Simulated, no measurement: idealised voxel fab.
Process module name: voxel capacitor over wiring
Cross-sectional view cut (width: 225 nm; square cell size: 5 nm).
In what follows, cross-sections appear as grids of square cells, described through bands that run from the top down, where every band is one or more rows of cells.
Basically the band line says how high the top is and how high the bottom is, in nm, and then what's in it from left to right, every material with its width in nm. Empty space shows up as "empty", and if a single material carries "edge to edge" it runs the full band edge to edge.
For the purposes of this specification, 0 denotes the height below which the wafer in its as-received condition is composed wholly of one material, and the lowermost band, lacking a lower limit, extends downward without end, as expressed in "top 0, no bottom".
The two numbers in a width such as "30 to 40" mark its ends across the band: the first belongs to the top row of cells, the second to the bottom row, and from each row to the next the width moves by the same amount.
You'll sometimes find "nothing was modified" written for a step, and that's the way of saying that nowhere in the cross-section did a cell change during that step.
Any empty space of 8 cells or more lacking an open way to the top shows up in "Closed internal voids" as width x height at distance, distance from the left edge, in nm.
Formally, on a step line, whatever follows the settings is a remark that the simulator itself makes on the step.
The setting "overlay nm" may be written on the line of a step. When the step uses a mask, the value reports how far to the right of the planned place the mask lay, and a negative value reports that it lay to the left.

This section lists the process steps that were planned:
1. RECEIVE with material Si
2. CONFORMAL_DEP with material SiO2, thk nm 15
3. CONFORMAL_DEP with material SiN, thk nm 5
4. DIRECTIONAL_DEP with material SiO2, thk nm 25
5. PATTERN with tone open, mask id METAL_1, material resist, width nm 30, pitch nm 80, thk nm 15, overlay nm 0
6. DIRECTIONAL_ETCH with etch materials SiO2, depth nm 25
7. DIRECTIONAL_ETCH with etch materials SiN, depth nm 5
8. STRIP with etch materials resist
9. CONFORMAL_DEP with material TiN, thk nm 5
10. FILL_DEP with material W, thk nm 10
11. CMP with height nm 45
12. CONFORMAL_DEP with material SiCN, thk nm 5
13. DIRECTIONAL_DEP with material lowk, thk nm 15
14. PATTERN with tone open, mask id PLUG_1, material resist, width nm 15, thk nm 20, overlay nm 0
15. DIRECTIONAL_ETCH with etch materials lowk, depth nm 15
16. DIRECTIONAL_ETCH with etch materials SiCN, depth nm 5
17. STRIP with etch materials resist
18. EPI with material Ru, thk nm 10
19. EPI with material Ru, thk nm 10
20. DIRECTIONAL_DEP with material TiN, thk nm 10
21. DIRECTIONAL_DEP with material HfO2, thk nm 5
22. DIRECTIONAL_DEP with material TiN, thk nm 10
23. MASKED_ETCH with tone cover, mask id UPPER_PLATE, width nm 55, etch materials TiN, depth nm 10, overlay nm 0
24. MASKED_ETCH with tone cover, mask id UPPER_PLATE, width nm 55, etch materials HfO2, depth nm 5, overlay nm 0
25. MASKED_ETCH with tone cover, mask id LOWER_PLATE, width nm 65, etch materials TiN, depth nm 10, overlay nm 0
26. FILL_DEP with material SiO2, thk nm 20
27. CMP with height nm 105
28. PATTERN with tone open, mask id PLUG_2, material resist, width nm 15, thk nm 15, overlay nm 0
29. DIRECTIONAL_ETCH with etch materials SiO2, depth nm 15
30. STRIP with etch materials resist
31. CONFORMAL_DEP with material TiN, thk nm 5
32. FILL_DEP with material Ru, thk nm 10
33. CMP with height nm 105
34. CONFORMAL_DEP with material SiN, thk nm 5

This is the cross-section of the wafer as we received it, i.e. after step 1:
  top 0, no bottom = Si edge to edge
  Closed internal voids: none

Cross-sectional result after module completion. Note: starting condition and plan are unchanged from above; one processing mistake was made:
  top 110, bottom 105 = SiN edge to edge
  top 105, bottom 95 = SiO2 80, then TiN 5, then Ru 5, then TiN 5, then SiO2 130
  top 95, bottom 90 = SiO2 80, then TiN 15, then SiO2 130
  top 90, bottom 80 = SiO2 70, then TiN 55, then SiO2 100
  top 80, bottom 70 = SiO2 65, then TiN 65, then SiO2 95
  top 70, bottom 65 = HfO2 edge to edge
  top 65, bottom 50 = lowk 70, then Ru 15, then lowk 140
  top 50, bottom 45 = SiCN 70, then Ru 15, then SiCN 140
  top 45, bottom 20 = SiO2 55, then TiN 5, then W 20, then TiN 5, then SiO2 50, then TiN 5, then W 20, then TiN 5, then SiO2 60
  top 20, bottom 15 = SiN 55, then TiN 30, then SiN 50, then TiN 30, then SiN 60
  top 15, bottom 0 = SiO2 edge to edge
  top 0, no bottom = Si edge to edge
  Closed internal voids: none
Short version of what went wrong: transposition of steps 20 and 21 relative to the planned sequence
